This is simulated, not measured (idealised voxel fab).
process module | voxel self aligned vias
cross-section cut | 250 nm wide | cells 5 nm
A cross-section is a grid of square cells, given in bands from the top down. A band is one or more rows of cells.
Each band's line starts with the height of the band's top and of its bottom, in nm. Then come its materials from left to right, each with its width in nm. One material with "throughout" fills the band from edge to edge. "air" is empty space.
Height 0 is the level under which the wafer as received is all one material. The lowest band goes on downwards, as in "0 down".
A width such as "30 to 40" changes by the same amount from each row of cells to the next, from the band's top row to its bottom row.
"no change" after a step means that no cell of the cross-section changed.
closed voids: empty space of 8 cells or more with no open way to the top, each as width x height at its distance from the left edge, in nm
after a step's settings: what the simulator itself notes on the step
overlay nm, on a step with a mask: how far to the right of its planned place the mask lay; to the left if negative
plan
1 op RECEIVE | material Si
2 op CONFORMAL_DEP | material SiO2 | thk nm 10
3 op CONFORMAL_DEP | material SiCN | thk nm 5
4 op DIRECTIONAL_DEP | material SiO2 | thk nm 20
5 op PATTERN | tone open | mask id LINES | material resist | width nm 30 | pitch nm 55 | thk nm 15 | overlay nm 0
6 op DIRECTIONAL_ETCH | etch materials SiO2 | depth nm 20
7 op STRIP | etch materials resist
8 op CONFORMAL_DEP | material TiN | thk nm 5
9 op FILL_DEP | material Ru | thk nm 5
10 op CMP | height nm 35
11 op SELECTIVE_ETCH | etch materials W Ru TiN | depth nm 5
12 op FILL_DEP | material SiN | thk nm 10
13 op CMP | height nm 35
14 op DIRECTIONAL_DEP | material SiO2 | thk nm 20
15 op MASKED_ETCH | tone open | mask id VIAS | width nm 40 | pitch nm 55 | etch materials SiO2 | depth nm 20 | overlay nm 0
16 op MASKED_ETCH | tone open | mask id VIAS | width nm 40 | pitch nm 55 | etch materials SiN | depth nm 5 | overlay nm 0
17 op CONFORMAL_DEP | material TiN | thk nm 5
18 op FILL_DEP | material Ru | thk nm 10
19 op CMP | height nm 55
20 op CONFORMAL_DEP | material SiCN | thk nm 5
as received, after step 1
  0 down: Si throughout
  closed voids: none
a wafer at the end: this start, this plan, one mistake
  60 to 55: SiCN throughout
  55 to 40: SiO2 50 | TiN 5 | Ru 30 | TiN 5 | SiO2 15 | TiN 5 | Ru 30 | TiN 5 | SiO2 15 | TiN 5 | Ru 30 | TiN 5 | SiO2 50
  40 to 35: SiO2 50 | TiN 5 | Ru 15 | TiN 20 | SiO2 15 | TiN 5 | Ru 15 | TiN 20 | SiO2 15 | TiN 5 | Ru 15 | TiN 20 | SiO2 50
  35 to 30: SiO2 45 | SiN 5 | TiN 25 | SiO2 25 | SiN 5 | TiN 25 | SiO2 25 | SiN 5 | TiN 25 | SiO2 65
  30 to 20: SiO2 45 | TiN 5 | Ru 20 | TiN 5 | SiO2 25 | TiN 5 | Ru 20 | TiN 5 | SiO2 25 | TiN 5 | Ru 20 | TiN 5 | SiO2 65
  20 to 15: SiO2 45 | TiN 30 | SiO2 25 | TiN 30 | SiO2 25 | TiN 30 | SiO2 65
  15 to 10: SiCN throughout
  10 to 0: SiO2 throughout
  0 down: Si throughout
  closed voids: none
what went wrong: step 5 ran as: op PATTERN | tone open | mask id LINES | material resist | width nm 30 | pitch nm 55 | thk nm 15 | overlay nm -10
